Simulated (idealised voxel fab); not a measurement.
Process module under the name voxel gate over fins
Section shown: cut. Width: 255 nm. Cell size: 5 nm, square.
For the purposes of this document, a cross-section shall be understood as a grid of square cells, specified as bands listed in top-to-bottom order, each band consisting of one or more rows of cells.
The entry gives the band's vertical extent as a top height and a bottom height in nm, then its horizontal make-up as materials from left to right, each with a width in nm. "empty" stands for empty space; a single material marked "everywhere" fills the band edge to edge.
Height is counted from the level 0, under which the received wafer is composed throughout of one material. The lowest of the bands is not closed at the bottom but continues downward, in the notation "from 0 down".
A two-number width, for instance "30..40", indicates that the width is equal to the first number in the top row of the band and to the second number in the bottom row, and that it changes by a constant amount per row of cells.
You'll sometimes find "nothing got changed" written for a step, and that's the way of saying that nowhere in the cross-section did a cell change during that step.
Under "Enclosed internal cavities" you'll find the enclosed gaps, the ones with no way out to the top, that are 8 cells or bigger; each reads width x height at distance, with distance counted from the left edge, everything in nm.
The remark found on a step's line after its settings is issued by the simulator itself and pertains to that step.
overlay nm: for a step with a mask, the amount by which the mask lay right of where it was planned; a negative amount means left of it.
-- Intended process steps
1) RECEIVE with material Si
2) CONFORMAL_DEP with material SiN, thk nm 5
3) DIRECTIONAL_DEP with material aC, thk nm 15
4) PATTERN with tone cover, mask id FINS, material resist, width nm 15, pitch nm 35, thk nm 35, overlay nm 0
5) DIRECTIONAL_ETCH with etch materials aC, depth nm 15
6) STRIP with etch materials resist
7) DIRECTIONAL_ETCH with etch materials SiN, depth nm 5
8) DIRECTIONAL_ETCH with etch materials Si, depth nm 30
9) STRIP with etch materials aC
10) FILL_DEP with material SiO2, thk nm 15
11) CMP with height nm 5
12) SELECTIVE_ETCH with etch materials SiO2, depth nm 15
13) STRIP with etch materials SiN
14) CONFORMAL_DEP with material HfO2, thk nm 5
15) CONFORMAL_DEP with material TiN, thk nm 5
16) CONFORMAL_DEP with material TiAl, thk nm 5
17) CONFORMAL_DEP with material TiN, thk nm 5
18) FILL_DEP with material W, thk nm 15
19) CMP with height nm 30
20) CONFORMAL_DEP with material SiN, thk nm 10
-- Of two wafers, the first: run according to plan
-- Cross-sectional view of the wafer in its as-received condition, corresponding to the state after step 1
> from 0 down  Si everywhere
> Enclosed internal cavities: none
-- Upon completion of step 2, the wafer appears in cross-section as shown
> from 5 to 0  SiN everywhere
> All layers under 0 are left as they were.
-- Upon completion of step 3, the wafer appears in cross-section as shown
> from 20 to 5  aC everywhere
> All layers under 5 are left as they were.
-- Upon completion of step 4, the wafer appears in cross-section as shown
> from 55 to 20  empty (65) | resist (15) | empty (20) | resist (15) | empty (20) | resist (15) | empty (20) | resist (15) | empty (70)
> All layers under 20 are left as they were.
-- Upon completion of step 5, the wafer appears in cross-section as shown
> from 40 to 20  empty (65) | resist (15) | empty (20) | resist (15) | empty (20) | resist (15) | empty (20) | resist (15) | empty (70)
> from 20 to 5  empty (65) | aC (15) | empty (20) | aC (15) | empty (20) | aC (15) | empty (20) | aC (15) | empty (70)
> All layers under 5 are left as they were.
-- Upon completion of step 6, the wafer appears in cross-section as shown
> from 20 to 5  empty (65) | aC (15) | empty (20) | aC (15) | empty (20) | aC (15) | empty (20) | aC (15) | empty (70)
> All layers under 5 are left as they were.
-- Upon completion of step 7, the wafer appears in cross-section as shown
> from 20 to 5  empty (65) | aC (15) | empty (20) | aC (15) | empty (20) | aC (15) | empty (20) | aC (15) | empty (70)
> from 5 to 0  empty (65) | SiN (15) | empty (20) | SiN (15) | empty (20) | SiN (15) | empty (20) | SiN (15) | empty (70)
> All layers under 0 are left as they were.
-- Upon completion of step 8, the wafer appears in cross-section as shown
> from 20 to 5  empty (65) | aC (15) | empty (20) | aC (15) | empty (20) | aC (15) | empty (20) | aC (15) | empty (70)
> from 5 to 0  empty (65) | SiN (15) | empty (20) | SiN (15) | empty (20) | SiN (15) | empty (20) | SiN (15) | empty (70)
> from 0 to -30  empty (65) | Si (15) | empty (20) | Si (15) | empty (20) | Si (15) | empty (20) | Si (15) | empty (70)
> All layers under -30 are left as they were.
-- Upon completion of step 9, the wafer appears in cross-section as shown
> from 5 to 0  empty (65) | SiN (15) | empty (20) | SiN (15) | empty (20) | SiN (15) | empty (20) | SiN (15) | empty (70)
> All layers under 0 are left as they were.
-- Upon completion of step 10, the wafer appears in cross-section as shown
> from 20 to 5  SiO2 everywhere
> from 5 to 0  SiO2 (65) | SiN (15) | SiO2 (20) | SiN (15) | SiO2 (20) | SiN (15) | SiO2 (20) | SiN (15) | SiO2 (70)
> from 0 to -30  SiO2 (65) | Si (15) | SiO2 (20) | Si (15) | SiO2 (20) | Si (15) | SiO2 (20) | Si (15) | SiO2 (70)
> All layers under -30 are left as they were.
-- Upon completion of step 11, the wafer appears in cross-section as shown
> from 5 to 0  SiO2 (65) | SiN (15) | SiO2 (20) | SiN (15) | SiO2 (20) | SiN (15) | SiO2 (20) | SiN (15) | SiO2 (70)
> All layers under 0 are left as they were.
-- Upon completion of step 12, the wafer appears in cross-section as shown
> from 5 to 0  empty (65) | SiN (15) | empty (20) | SiN (15) | empty (20) | SiN (15) | empty (20) | SiN (15) | empty (70)
> from 0 to -10  empty (65) | Si (15) | empty (20) | Si (15) | empty (20) | Si (15) | empty (20) | Si (15) | empty (70)
> All layers under -10 are left as they were.
-- Upon completion of step 13, the wafer appears in cross-section as shown
> from 0 to -10  empty (65) | Si (15) | empty (20) | Si (15) | empty (20) | Si (15) | empty (20) | Si (15) | empty (70)
> All layers under -10 are left as they were.
-- Upon completion of step 14, the wafer appears in cross-section as shown
> from 5 to 0  empty (60) | HfO2 (25) | empty (10) | HfO2 (25) | empty (10) | HfO2 (25) | empty (10) | HfO2 (25) | empty (65)
> from 0 to -5  empty (60) | HfO2 (5) | Si (15) | HfO2 (5) | empty (10) | HfO2 (5) | Si (15) | HfO2 (5) | empty (10) | HfO2 (5) | Si (15) | HfO2 (5) | empty (10) | HfO2 (5) | Si (15) | HfO2 (5) | empty (65)
> from -5 to -10  HfO2 (65) | Si (15) | HfO2 (20) | Si (15) | HfO2 (20) | Si (15) | HfO2 (20) | Si (15) | HfO2 (70)
> All layers under -10 are left as they were.
-- Upon completion of step 15, the wafer appears in cross-section as shown
> from 10 to 5  empty (55) | TiN (140) | empty (60)
> from 5 to 0  empty (55) | TiN (5) | HfO2 (25) | TiN (10) | HfO2 (25) | TiN (10) | HfO2 (25) | TiN (10) | HfO2 (25) | TiN (5) | empty (60)
> from 0 to -5  TiN (60) | HfO2 (5) | Si (15) | HfO2 (5) | TiN (10) | HfO2 (5) | Si (15) | HfO2 (5) | TiN (10) | HfO2 (5) | Si (15) | HfO2 (5) | TiN (10) | HfO2 (5) | Si (15) | HfO2 (5) | TiN (65)
> All layers under -5 are left as they were.
-- Upon completion of step 16, the wafer appears in cross-section as shown
> from 15 to 10  empty (50) | TiAl (150) | empty (55)
> from 10 to 5  empty (50) | TiAl (5) | TiN (140) | TiAl (5) | empty (55)
> from 5 to 0  TiAl (55) | TiN (5) | HfO2 (25) | TiN (10) | HfO2 (25) | TiN (10) | HfO2 (25) | TiN (10) | HfO2 (25) | TiN (5) | TiAl (60)
> All layers under 0 are left as they were.
-- Upon completion of step 17, the wafer appears in cross-section as shown
> from 20 to 15  empty (45) | TiN (160) | empty (50)
> from 15 to 10  empty (45) | TiN (5) | TiAl (150) | TiN (5) | empty (50)
> from 10 to 5  TiN (50) | TiAl (5) | TiN (140) | TiAl (5) | TiN (55)
> All layers under 5 are left as they were.
-- Upon completion of step 18, the wafer appears in cross-section as shown
> from 35 to 20  W everywhere
> from 20 to 15  W (45) | TiN (160) | W (50)
> from 15 to 10  W (45) | TiN (5) | TiAl (150) | TiN (5) | W (50)
> All layers under 10 are left as they were.
-- Upon completion of step 19, the wafer appears in cross-section as shown
> from 30 to 20  W everywhere
> All layers under 20 are left as they were.
-- Upon completion of step 20, the wafer appears in cross-section as shown
> from 40 to 30  SiN everywhere
> All layers under 30 are left as they were.
-- Wafer two. Identical start, identical plan. One mistake in execution. Identical history through step 3
-- What the second wafer looks like in cross-section when step 4 should have wrapped up
> from 55 to 20  resist (65) | empty (15) | resist (20) | empty (15) | resist (20) | empty (15) | resist (20) | empty (15) | resist (70)
> All layers under 20 are left as they were.
-- What the second wafer looks like in cross-section when step 5 should have wrapped up
> from 40 to 20  resist (65) | empty (15) | resist (20) | empty (15) | resist (20) | empty (15) | resist (20) | empty (15) | resist (70)
> from 20 to 5  aC (65) | empty (15) | aC (20) | empty (15) | aC (20) | empty (15) | aC (20) | empty (15) | aC (70)
> All layers under 5 are left as they were.
-- What the second wafer looks like in cross-section when step 6 should have wrapped up
> from 20 to 5  aC (65) | empty (15) | aC (20) | empty (15) | aC (20) | empty (15) | aC (20) | empty (15) | aC (70)
> All layers under 5 are left as they were.
-- What the second wafer looks like in cross-section when step 7 should have wrapped up
> from 20 to 5  aC (65) | empty (15) | aC (20) | empty (15) | aC (20) | empty (15) | aC (20) | empty (15) | aC (70)
> from 5 to 0  SiN (65) | empty (15) | SiN (20) | empty (15) | SiN (20) | empty (15) | SiN (20) | empty (15) | SiN (70)
> All layers under 0 are left as they were.
-- What the second wafer looks like in cross-section when step 8 should have wrapped up
> from 20 to 5  aC (65) | empty (15) | aC (20) | empty (15) | aC (20) | empty (15) | aC (20) | empty (15) | aC (70)
> from 5 to 0  SiN (65) | empty (15) | SiN (20) | empty (15) | SiN (20) | empty (15) | SiN (20) | empty (15) | SiN (70)
> from 0 to -30  Si (65) | empty (15) | Si (20) | empty (15) | Si (20) | empty (15) | Si (20) | empty (15) | Si (70)
> All layers under -30 are left as they were.
-- What the second wafer looks like in cross-section when step 9 should have wrapped up
> from 5 to 0  SiN (65) | empty (15) | SiN (20) | empty (15) | SiN (20) | empty (15) | SiN (20) | empty (15) | SiN (70)
> All layers under 0 are left as they were.
-- What the second wafer looks like in cross-section when step 10 should have wrapped up
> from 20 to 5  SiO2 everywhere
> from 5 to 0  SiN (65) | SiO2 (15) | SiN (20) | SiO2 (15) | SiN (20) | SiO2 (15) | SiN (20) | SiO2 (15) | SiN (70)
> from 0 to -30  Si (65) | SiO2 (15) | Si (20) | SiO2 (15) | Si (20) | SiO2 (15) | Si (20) | SiO2 (15) | Si (70)
> All layers under -30 are left as they were.
-- What the second wafer looks like in cross-section when step 11 should have wrapped up
> from 5 to 0  SiN (65) | SiO2 (15) | SiN (20) | SiO2 (15) | SiN (20) | SiO2 (15) | SiN (20) | SiO2 (15) | SiN (70)
> All layers under 0 are left as they were.
-- What the second wafer looks like in cross-section when step 12 should have wrapped up
> from 5 to 0  SiN (65) | empty (15) | SiN (20) | empty (15) | SiN (20) | empty (15) | SiN (20) | empty (15) | SiN (70)
> from 0 to -10  Si (65) | empty (15) | Si (20) | empty (15) | Si (20) | empty (15) | Si (20) | empty (15) | Si (70)
> All layers under -10 are left as they were.
-- What the second wafer looks like in cross-section when step 13 should have wrapped up
> from 0 to -10  Si (65) | empty (15) | Si (20) | empty (15) | Si (20) | empty (15) | Si (20) | empty (15) | Si (70)
> All layers under -10 are left as they were.
-- What the second wafer looks like in cross-section when step 14 should have wrapped up
> from 5 to 0  HfO2 (70) | empty (5) | HfO2 (30) | empty (5) | HfO2 (30) | empty (5) | HfO2 (30) | empty (5) | HfO2 (75)
> from 0 to -5  Si (65) | HfO2 (5) | empty (5) | HfO2 (5) | Si (20) | HfO2 (5) | empty (5) | HfO2 (5) | Si (20) | HfO2 (5) | empty (5) | HfO2 (5) | Si (20) | HfO2 (5) | empty (5) | HfO2 (5) | Si (70)
> from -5 to -10  Si (65) | HfO2 (15) | Si (20) | HfO2 (15) | Si (20) | HfO2 (15) | Si (20) | HfO2 (15) | Si (70)
> All layers under -10 are left as they were.
-- What the second wafer looks like in cross-section when step 15 should have wrapped up
> from 10 to 5  TiN everywhere
> from 5 to 0  HfO2 (70) | TiN (5) | HfO2 (30) | TiN (5) | HfO2 (30) | TiN (5) | HfO2 (30) | TiN (5) | HfO2 (75)
> from 0 to -5  Si (65) | HfO2 (5) | TiN (5) | HfO2 (5) | Si (20) | HfO2 (5) | TiN (5) | HfO2 (5) | Si (20) | HfO2 (5) | TiN (5) | HfO2 (5) | Si (20) | HfO2 (5) | TiN (5) | HfO2 (5) | Si (70)
> All layers under -5 are left as they were.
-- What the second wafer looks like in cross-section when step 16 should have wrapped up
> from 15 to 10  TiAl everywhere
> All layers under 10 are left as they were.
-- What the second wafer looks like in cross-section when step 17 should have wrapped up
> from 20 to 15  TiN everywhere
> All layers under 15 are left as they were.
-- What the second wafer looks like in cross-section when step 18 should have wrapped up
> from 35 to 20  W everywhere
> All layers under 20 are left as they were.
-- What the second wafer looks like in cross-section when step 19 should have wrapped up
> from 30 to 20  W everywhere
> All layers under 20 are left as they were.
-- What the second wafer looks like in cross-section when step 20 should have wrapped up
> from 40 to 30  SiN everywhere
> All layers under 30 are left as they were.
Heads up, the wafer didn't run the way we planned it: it should be noted that step 4 was executed with settings other than those planned, the operation and settings actually applied being PATTERN with tone open, mask id FINS, material resist, width nm 15, pitch nm 35, thk nm 35, overlay nm 0
End check, counted in cells, second wafer has more or fewer of these materials than the first: Si +162 | SiO2 -108 | TiAl -4 | TiN -12 | W -38
